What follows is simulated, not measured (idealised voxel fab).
process module | voxel capacitor over wiring
cross-section cut | 165 nm wide | cells 5 nm
A cross-section is a grid of square cells, given in bands from the top down. A band is one or more rows of cells.
Each band's line starts with the height of the band's top and of its bottom, in nm. Then come its materials from left to right, each with its width in nm. One material with "throughout" fills the band from edge to edge. "air" is empty space.
Height 0 is the level under which the wafer as received is all one material. The lowest band goes on downwards, as in "0 down".
A width such as "30 to 40" changes by the same amount from each row of cells to the next, from the band's top row to its bottom row.
"no change" after a step means that no cell of the cross-section changed.
closed voids: empty space of 8 cells or more with no open way to the top, each as width x height at its distance from the left edge, in nm
after a step's settings: what the simulator itself notes on the step
overlay nm, on a step with a mask: how far to the right of its planned place the mask lay; to the left if negative
plan
1 op RECEIVE | material Si
2 op CONFORMAL_DEP | material SiO2 | thk nm 10
3 op DIRECTIONAL_DEP | material TiN | thk nm 5
4 op DIRECTIONAL_DEP | material W | thk nm 15
5 op MASKED_ETCH | tone cover | mask id METAL_1 | width nm 25 | pitch nm 75 | etch materials W | depth nm 15 | overlay nm 0
6 op MASKED_ETCH | tone cover | mask id METAL_1 | width nm 25 | pitch nm 75 | etch materials TiN | depth nm 5 | overlay nm 0
7 op FILL_DEP | material lowk | thk nm 5
8 op CMP | height nm 30
9 op CONFORMAL_DEP | material SiCN | thk nm 5
10 op DIRECTIONAL_DEP | material lowk | thk nm 20
11 op PATTERN | tone open | mask id PLUG_1 | material resist | width nm 15 | thk nm 15 | overlay nm 0
12 op DIRECTIONAL_ETCH | etch materials lowk | depth nm 20
13 op DIRECTIONAL_ETCH | etch materials SiCN | depth nm 5
14 op STRIP | etch materials resist
15 op EPI | material Ru | thk nm 10
16 op EPI | material Ru | thk nm 10
17 op EPI | material Ru | thk nm 5
18 op DIRECTIONAL_DEP | material TiN | thk nm 5
19 op DIRECTIONAL_DEP | material HfO2 | thk nm 5
20 op DIRECTIONAL_DEP | material TiN | thk nm 5
21 op PATTERN | tone cover | mask id UPPER_PLATE | material resist | width nm 55 | thk nm 15 | overlay nm 0
22 op DIRECTIONAL_ETCH | etch materials TiN | depth nm 5
23 op DIRECTIONAL_ETCH | etch materials HfO2 | depth nm 5
24 op STRIP | etch materials resist
25 op PATTERN | tone cover | mask id LOWER_PLATE | material resist | width nm 65 | thk nm 15 | overlay nm 0
26 op DIRECTIONAL_ETCH | etch materials TiN | depth nm 5
27 op STRIP | etch materials resist
28 op FILL_DEP | material SiO2 | thk nm 15
29 op CMP | height nm 80
30 op PATTERN | tone open | mask id PLUG_2 | material resist | width nm 15 | thk nm 15 | overlay nm 0
31 op DIRECTIONAL_ETCH | etch materials SiO2 | depth nm 10
32 op STRIP | etch materials resist
33 op CONFORMAL_DEP | material TiN | thk nm 5
34 op FILL_DEP | material Ru | thk nm 5
35 op CMP | height nm 80
36 op CONFORMAL_DEP | material SiCN | thk nm 5
as received, after step 1
  0 down: Si throughout
  closed voids: none
a wafer at the end: this start, this plan, one mistake
  85 to 80: SiCN throughout
  80 to 75: SiO2 50 | TiN 5 | Ru 5 | TiN 5 | SiO2 100
  75 to 65: SiO2 50 to 40 | TiN 15 to 20 | SiO2 100 to 105
  65 to 60: SiO2 40 | HfO2 20 | TiN 35 | SiO2 70
  60 to 55: SiO2 35 | TiN 25 | HfO2 35 | SiO2 70
  55 to 50: SiO2 35 | Ru 25 | TiN 40 | SiO2 65
  50 to 35: lowk 40 | Ru 15 | lowk 110
  35 to 30: SiCN 40 | Ru 15 | SiCN 110
  30 to 15: lowk 30 | W 25 | lowk 50 | W 25 | lowk 35
  15 to 10: lowk 30 | TiN 25 | lowk 50 | TiN 25 | lowk 35
  10 to 0: SiO2 throughout
  0 down: Si throughout
  closed voids: none
what went wrong: step 10 ran as: op DIRECTIONAL_DEP | material lowk | thk nm 15
